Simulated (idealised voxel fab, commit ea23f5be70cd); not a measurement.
process module | voxel capacitor over wiring
cross-section cut | 245 nm wide | cells 5 nm
A cross-section is a grid of square cells, given in bands from the top down. A band is one or more rows of cells.
Each band's line starts with the height of the band's top and of its bottom, in nm. Then come its materials from left to right, each with its width in nm. One material with "throughout" fills the band from edge to edge. "air" is empty space.
Height 0 is the level under which the wafer as received is all one material. The lowest band goes on downwards, as in "0 down".
A width such as "30 to 40" changes by the same amount from each row of cells to the next, from the band's top row to its bottom row.
"no change" after a step means that no cell of the cross-section changed.
closed voids: empty space of 8 cells or more with no open way to the top, each as width x height at its distance from the left edge, in nm
after a step's settings: what the simulator itself notes on the step
overlay nm, on a step with a mask: how far to the right of its planned place the mask lay; to the left if negative
plan
1 op RECEIVE | material Si
2 op CONFORMAL_DEP | material SiO2 | thk nm 15
3 op DIRECTIONAL_DEP | material TiN | thk nm 5
4 op DIRECTIONAL_DEP | material Ru | thk nm 15
5 op DIRECTIONAL_DEP | material aC | thk nm 10
6 op PATTERN | tone cover | mask id METAL_1 | material resist | width nm 25 | pitch nm 85 | thk nm 30 | overlay nm 0
7 op DIRECTIONAL_ETCH | etch materials aC | depth nm 10
8 op STRIP | etch materials resist
9 op DIRECTIONAL_ETCH | etch materials Ru | depth nm 15
10 op DIRECTIONAL_ETCH | etch materials TiN | depth nm 5
11 op STRIP | etch materials aC
12 op FILL_DEP | material SiO2 | thk nm 5
13 op CMP | height nm 35
14 op CONFORMAL_DEP | material SiCN | thk nm 5
15 op DIRECTIONAL_DEP | material SiO2 | thk nm 20
16 op PATTERN | tone open | mask id PLUG_1 | material resist | width nm 15 | thk nm 20 | overlay nm 0
17 op DIRECTIONAL_ETCH | etch materials SiO2 | depth nm 20
18 op DIRECTIONAL_ETCH | etch materials SiCN | depth nm 5
19 op STRIP | etch materials resist
20 op CONFORMAL_DEP | material TiN | thk nm 5
21 op FILL_DEP | material Ru | thk nm 5
22 op CMP | height nm 60
23 op DIRECTIONAL_DEP | material TiN | thk nm 5
24 op DIRECTIONAL_DEP | material SiN | thk nm 5
25 op DIRECTIONAL_DEP | material TiN | thk nm 5
26 op PATTERN | tone cover | mask id UPPER_PLATE | material resist | width nm 65 | thk nm 15 | overlay nm 0
27 op DIRECTIONAL_ETCH | etch materials TiN | depth nm 5
28 op DIRECTIONAL_ETCH | etch materials SiN | depth nm 5
29 op STRIP | etch materials resist
30 op MASKED_ETCH | tone cover | mask id LOWER_PLATE | width nm 75 | etch materials TiN | depth nm 5 | overlay nm 0
31 op FILL_DEP | material SiO2 | thk nm 20
32 op CMP | height nm 90
33 op MASKED_ETCH | tone open | mask id PLUG_2 | width nm 15 | etch materials SiO2 | depth nm 15 | overlay nm 0
34 op CONFORMAL_DEP | material TiN | thk nm 5
35 op FILL_DEP | material Cu | thk nm 5
36 op CMP | height nm 90
37 op CONFORMAL_DEP | material SiN | thk nm 5
as received, after step 1
  0 down: Si throughout
  closed voids: none
first wafer at the end, as planned
  95 to 90: SiN throughout
  90 to 80: SiO2 85 | TiN 5 | Cu 5 | TiN 5 | SiO2 145
  80 to 70: SiO2 85 to 75 | TiN 15 to 65 | SiO2 145 to 105
  70 to 65: SiO2 75 | SiN 65 | SiO2 105
  65 to 60: SiO2 70 | TiN 75 | SiO2 100
  60 to 40: SiO2 75 | TiN 5 | Ru 5 | TiN 5 | SiO2 155
  40 to 35: SiCN 75 | TiN 15 | SiCN 155
  35 to 20: SiO2 65 | Ru 25 | SiO2 60 | Ru 25 | SiO2 70
  20 to 15: SiO2 65 | TiN 25 | SiO2 60 | TiN 25 | SiO2 70
  15 to 0: SiO2 throughout
  0 down: Si throughout
  closed voids: none
second wafer at the end: like start, like plan, one mistake
  95 to 90: SiN throughout
  90 to 80: SiO2 85 | TiN 5 | Cu 5 | TiN 5 | SiO2 145
  80 to 75: SiO2 85 | TiN 15 | SiO2 145
  75 to 70: SiO2 70 | TiN 5 | SiO2 65 | TiN 5 | SiO2 100
  70 to 65: SiN 75 | SiO2 65 | SiN 105
  65 to 60: TiN throughout
  60 to 40: SiO2 75 | TiN 5 | Ru 5 | TiN 5 | SiO2 155
  40 to 35: SiCN 75 | TiN 15 | SiCN 155
  35 to 20: SiO2 65 | Ru 25 | SiO2 60 | Ru 25 | SiO2 70
  20 to 15: SiO2 65 | TiN 25 | SiO2 60 | TiN 25 | SiO2 70
  15 to 0: SiO2 throughout
  0 down: Si throughout
  closed voids: none
what went wrong: step 26 ran as: op PATTERN | tone open | mask id UPPER_PLATE | material resist | width nm 65 | thk nm 15 | overlay nm 0
at the end the second wafer has, in cells: 23 more of SiN | 46 fewer of SiO2 | 23 more of TiN
